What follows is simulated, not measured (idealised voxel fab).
Module name: voxel air gaps (process module)
Section shown: cut. Width: 240 nm. Cell size: 5 nm, square.
Heads up, the way a cross-section reads in here is a grid of square cells, handed over as bands from the top down, with every band being one or more rows of cells. Look at the band entry: it leads with the top's height and the bottom's height in nm. Then it lists the materials left to right, with a width in nm for each. The word "edge to edge" on a single material says that material fills the band edge to edge. The word "blank" is empty space. Height datum 0, below which the as-received substrate wafer is one material. Lowest band open at the bottom, running downward: "0 down". So if you see something like "30 to 40" for the width, read it as the top row of the band sitting at the first number and the bottom row at the second, with every row in between moving by the same amount as the last. Where the words "no change occurred" appear for a step, the cross-section shows no cell changed by that step; every cell remained as before. Closed empty spaces (no open way to the top) of 8 cells or more are what "Sealed internal voids" lists, each as width x height at distance from the left edge, nm for all three. If you see something after the settings on a step's line, that's the simulator's own remark about that step. A step's line can hold "overlay nm"; with a mask on that step, the setting says how far right of the planned place the mask lay, while a negative setting says it lay to the left.
This section lists the process steps that were planned:
1,RECEIVE [material Si]
2,CONFORMAL_DEP [material SiO2] [thk nm 15]
3,CONFORMAL_DEP [material SiCN] [thk nm 5]
4,DIRECTIONAL_DEP [material SiO2] [thk nm 40]
5,DIRECTIONAL_DEP [material aC] [thk nm 10]
6,PATTERN [tone open] [mask id LINES] [material resist] [width nm 25] [pitch nm 50] [thk nm 30] [overlay nm 0]
7,DIRECTIONAL_ETCH [etch materials aC] [depth nm 10]
8,STRIP [etch materials resist]
9,DIRECTIONAL_ETCH [etch materials SiO2] [depth nm 40]
10,STRIP [etch materials aC]
11,CONFORMAL_DEP [material TiN] [thk nm 5]
12,FILL_DEP [material Ru] [thk nm 5]
13,CMP [height nm 60]
14,EPI [material Ru] [thk nm 10]
15,SELECTIVE_ETCH [etch materials SiO2] [depth nm 50]
16,CONFORMAL_DEP [material SiCN] [thk nm 5]
So, the first of our two wafers, run just as we planned it:
Incoming wafer in cross-section (state: after step 1):
0 down | Si edge to edge
Sealed internal voids: none
How the wafer stands in section after step 2:
15 to 0 | SiO2 edge to edge
At heights below 0, the structure remains unaltered.
How the wafer stands in section after step 3:
20 to 15 | SiCN edge to edge
At heights below 15, the structure remains unaltered.
How the wafer stands in section after step 4:
60 to 20 | SiO2 edge to edge
At heights below 20, the structure remains unaltered.
How the wafer stands in section after step 5:
70 to 60 | aC edge to edge
At heights below 60, the structure remains unaltered.
How the wafer stands in section after step 6:
100 to 70 | resist (55), then blank (25), then resist (25), then blank (25), then resist (25), then blank (25), then resist (60)
At heights below 70, the structure remains unaltered.
How the wafer stands in section after step 7:
90 to 70 | resist (55), then blank (25), then resist (25), then blank (25), then resist (25), then blank (25), then resist (60)
70 to 60 | aC (55), then blank (25), then aC (25), then blank (25), then aC (25), then blank (25), then aC (60)
At heights below 60, the structure remains unaltered.
How the wafer stands in section after step 8:
70 to 60 | aC (55), then blank (25), then aC (25), then blank (25), then aC (25), then blank (25), then aC (60)
At heights below 60, the structure remains unaltered.
How the wafer stands in section after step 9:
70 to 60 | aC (55), then blank (25), then aC (25), then blank (25), then aC (25), then blank (25), then aC (60)
60 to 20 | SiO2 (55), then blank (25), then SiO2 (25), then blank (25), then SiO2 (25), then blank (25), then SiO2 (60)
At heights below 20, the structure remains unaltered.
How the wafer stands in section after step 10:
60 to 20 | SiO2 (55), then blank (25), then SiO2 (25), then blank (25), then SiO2 (25), then blank (25), then SiO2 (60)
At heights below 20, the structure remains unaltered.
How the wafer stands in section after step 11:
65 to 60 | TiN (60), then blank (15), then TiN (35), then blank (15), then TiN (35), then blank (15), then TiN (65)
60 to 25 | SiO2 (55), then TiN (5), then blank (15), then TiN (5), then SiO2 (25), then TiN (5), then blank (15), then TiN (5), then SiO2 (25), then TiN (5), then blank (15), then TiN (5), then SiO2 (60)
25 to 20 | SiO2 (55), then TiN (25), then SiO2 (25), then TiN (25), then SiO2 (25), then TiN (25), then SiO2 (60)
At heights below 20, the structure remains unaltered.
How the wafer stands in section after step 12:
70 to 65 | Ru edge to edge
65 to 60 | TiN (60), then Ru (15), then TiN (35), then Ru (15), then TiN (35), then Ru (15), then TiN (65)
60 to 25 | SiO2 (55), then TiN (5), then Ru (15), then TiN (5), then SiO2 (25), then TiN (5), then Ru (15), then TiN (5), then SiO2 (25), then TiN (5), then Ru (15), then TiN (5), then SiO2 (60)
At heights below 25, the structure remains unaltered.
How the wafer stands in section after step 13:
60 to 25 | SiO2 (55), then TiN (5), then Ru (15), then TiN (5), then SiO2 (25), then TiN (5), then Ru (15), then TiN (5), then SiO2 (25), then TiN (5), then Ru (15), then TiN (5), then SiO2 (60)
At heights below 25, the structure remains unaltered.
How the wafer stands in section after step 14:
70 to 60 | blank (45), then Ru (45), then blank (5), then Ru (45), then blank (5), then Ru (45), then blank (50)
At heights below 60, the structure remains unaltered.
How the wafer stands in section after step 15:
70 to 60 | blank (45), then Ru (45), then blank (5), then Ru (45), then blank (5), then Ru (45), then blank (50)
60 to 25 | blank (55), then TiN (5), then Ru (15), then TiN (5), then blank (25), then TiN (5), then Ru (15), then TiN (5), then blank (25), then TiN (5), then Ru (15), then TiN (5), then blank (60)
25 to 20 | blank (55), then TiN (25), then blank (25), then TiN (25), then blank (25), then TiN (25), then blank (60)
At heights below 20, the structure remains unaltered.
How the wafer stands in section after step 16:
75 to 70 | blank (40), then SiCN (155), then blank (45)
70 to 60 | blank (40), then SiCN (5), then Ru (45), then SiCN (5), then Ru (45), then SiCN (5), then Ru (45), then SiCN (5), then blank (45)
60 to 55 | blank (40), then SiCN (15), then TiN (5), then Ru (15), then TiN (5), then SiCN (25), then TiN (5), then Ru (15), then TiN (5), then SiCN (25), then TiN (5), then Ru (15), then TiN (5), then SiCN (15), then blank (45)
55 to 25 | blank (50), then SiCN (5), then TiN (5), then Ru (15), then TiN (5), then SiCN (5), then blank (15), then SiCN (5), then TiN (5), then Ru (15), then TiN (5), then SiCN (5), then blank (15), then SiCN (5), then TiN (5), then Ru (15), then TiN (5), then SiCN (5), then blank (55)
25 to 20 | SiCN (55), then TiN (25), then SiCN (25), then TiN (25), then SiCN (25), then TiN (25), then SiCN (60)
At heights below 20, the structure remains unaltered.
Sealed internal voids: 15 x 30 at 85; 15 x 30 at 135
Wafer two of the pair: same origin, same plan, one error during the run; identical to wafer one up to and including step 2:
Cross-sectional representation of the second wafer at the time designated in the plan for the completion of step 3: no change occurred
Cross-sectional representation of the second wafer at the time designated in the plan for the completion of step 4:
55 to 0 | SiO2 edge to edge
At heights below 0, the structure remains unaltered.
Cross-sectional representation of the second wafer at the time designated in the plan for the completion of step 5:
65 to 55 | aC edge to edge
At heights below 55, the structure remains unaltered.
Cross-sectional representation of the second wafer at the time designated in the plan for the completion of step 6:
95 to 65 | resist (55), then blank (25), then resist (25), then blank (25), then resist (25), then blank (25), then resist (60)
At heights below 65, the structure remains unaltered.
Cross-sectional representation of the second wafer at the time designated in the plan for the completion of step 7:
85 to 65 | resist (55), then blank (25), then resist (25), then blank (25), then resist (25), then blank (25), then resist (60)
65 to 55 | aC (55), then blank (25), then aC (25), then blank (25), then aC (25), then blank (25), then aC (60)
At heights below 55, the structure remains unaltered.
Cross-sectional representation of the second wafer at the time designated in the plan for the completion of step 8:
65 to 55 | aC (55), then blank (25), then aC (25), then blank (25), then aC (25), then blank (25), then aC (60)
At heights below 55, the structure remains unaltered.
Cross-sectional representation of the second wafer at the time designated in the plan for the completion of step 9:
65 to 55 | aC (55), then blank (25), then aC (25), then blank (25), then aC (25), then blank (25), then aC (60)
55 to 15 | SiO2 (55), then blank (25), then SiO2 (25), then blank (25), then SiO2 (25), then blank (25), then SiO2 (60)
At heights below 15, the structure remains unaltered.
Cross-sectional representation of the second wafer at the time designated in the plan for the completion of step 10:
55 to 15 | SiO2 (55), then blank (25), then SiO2 (25), then blank (25), then SiO2 (25), then blank (25), then SiO2 (60)
At heights below 15, the structure remains unaltered.
Cross-sectional representation of the second wafer at the time designated in the plan for the completion of step 11:
60 to 55 | TiN (60), then blank (15), then TiN (35), then blank (15), then TiN (35), then blank (15), then TiN (65)
55 to 20 | SiO2 (55), then TiN (5), then blank (15), then TiN (5), then SiO2 (25), then TiN (5), then blank (15), then TiN (5), then SiO2 (25), then TiN (5), then blank (15), then TiN (5), then SiO2 (60)
20 to 15 | SiO2 (55), then TiN (25), then SiO2 (25), then TiN (25), then SiO2 (25), then TiN (25), then SiO2 (60)
At heights below 15, the structure remains unaltered.
Cross-sectional representation of the second wafer at the time designated in the plan for the completion of step 12:
65 to 60 | Ru edge to edge
60 to 55 | TiN (60), then Ru (15), then TiN (35), then Ru (15), then TiN (35), then Ru (15), then TiN (65)
55 to 20 | SiO2 (55), then TiN (5), then Ru (15), then TiN (5), then SiO2 (25), then TiN (5), then Ru (15), then TiN (5), then SiO2 (25), then TiN (5), then Ru (15), then TiN (5), then SiO2 (60)
At heights below 20, the structure remains unaltered.
Cross-sectional representation of the second wafer at the time designated in the plan for the completion of step 13:
60 to 55 | TiN (60), then Ru (15), then TiN (35), then Ru (15), then TiN (35), then Ru (15), then TiN (65)
At heights below 55, the structure remains unaltered.
Cross-sectional representation of the second wafer at the time designated in the plan for the completion of step 14:
70 to 60 | Ru edge to edge
At heights below 60, the structure remains unaltered.
Cross-sectional representation of the second wafer at the time designated in the plan for the completion of step 15: no change occurred
Cross-sectional representation of the second wafer at the time designated in the plan for the completion of step 16:
75 to 70 | SiCN edge to edge
At heights below 70, the structure remains unaltered.
Want to know what went wrong? the run left out plan step 3 entirely, so it was never executed
The closing comparison, in cells, has the second wafer with more or fewer of some materials than the first: Ru +51; SiCN -124; SiO2 +264; TiN +39
The final tally of closed voids stands at 2 on the first wafer and 0 on the second.
